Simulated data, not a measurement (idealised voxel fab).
The process module presented herein is designated voxel tone inversion.
Displayed cross-section: cut, width of 210 nm, square cells sized 5 nm.
Reading order for cross-sections: top band down to bottom band. Underlying form: a grid of square cells. Band size: one or more rows of cells.
First you get the band's top height and its bottom height, in nm, and then the materials it's made of, left to right, with each width in nm. If you see a single material with "throughout", that one covers the band edge to edge. "blank" is empty space.
Height is counted from the level 0, under which the received wafer is composed throughout of one material. The lowest of the bands is not closed at the bottom but continues downward, in the notation "0 -> down".
Think of "30->40" as a width that walks from the first number to the second as you go down the band, top row to bottom row, taking equal-sized steps from row to row.
Step marked "nothing was modified"? Then no cell in the cross-section changed in it.
Listed in "Closed void list": every empty space of 8 or more cells without an open way to the top. Form: width x height at distance, the distance being from the left edge, all in nm.
Past the settings on a step's line: simulator remark, on that step.
overlay nm: how far to the right of its planned place the mask lay on this masked step (negative: to the left).
# Steps planned for the process
1) RECEIVE [material Si]
2) CONFORMAL_DEP [material SiCN] [thk nm 5]
3) DIRECTIONAL_DEP [material aC] [thk nm 20]
4) PATTERN [tone cover] [mask id POSTS] [material resist] [width nm 15] [pitch nm 45] [thk nm 30] [overlay nm 0]
5) DIRECTIONAL_ETCH [etch materials aC] [depth nm 20]
6) STRIP [etch materials resist]
7) FILL_DEP [material SiO2] [thk nm 5]
8) CMP [height nm 25]
9) STRIP [etch materials aC]
# Incoming wafer, cross-sectional view, post step 1
> 0 -> down | Si throughout
> Closed void list: none
# Cross-sectional result after module completion. Note: starting condition and plan are unchanged from above; one processing mistake was made
> 25 -> 20 | SiO2 throughout
> 20 -> 0 | SiO2 (75); aC (15); SiO2 (30); aC (15); SiO2 (75)
> 0 -> down | Si throughout
> Closed void list: none
Here's what went sideways: the plan's step 2 went unexecuted, having been skipped
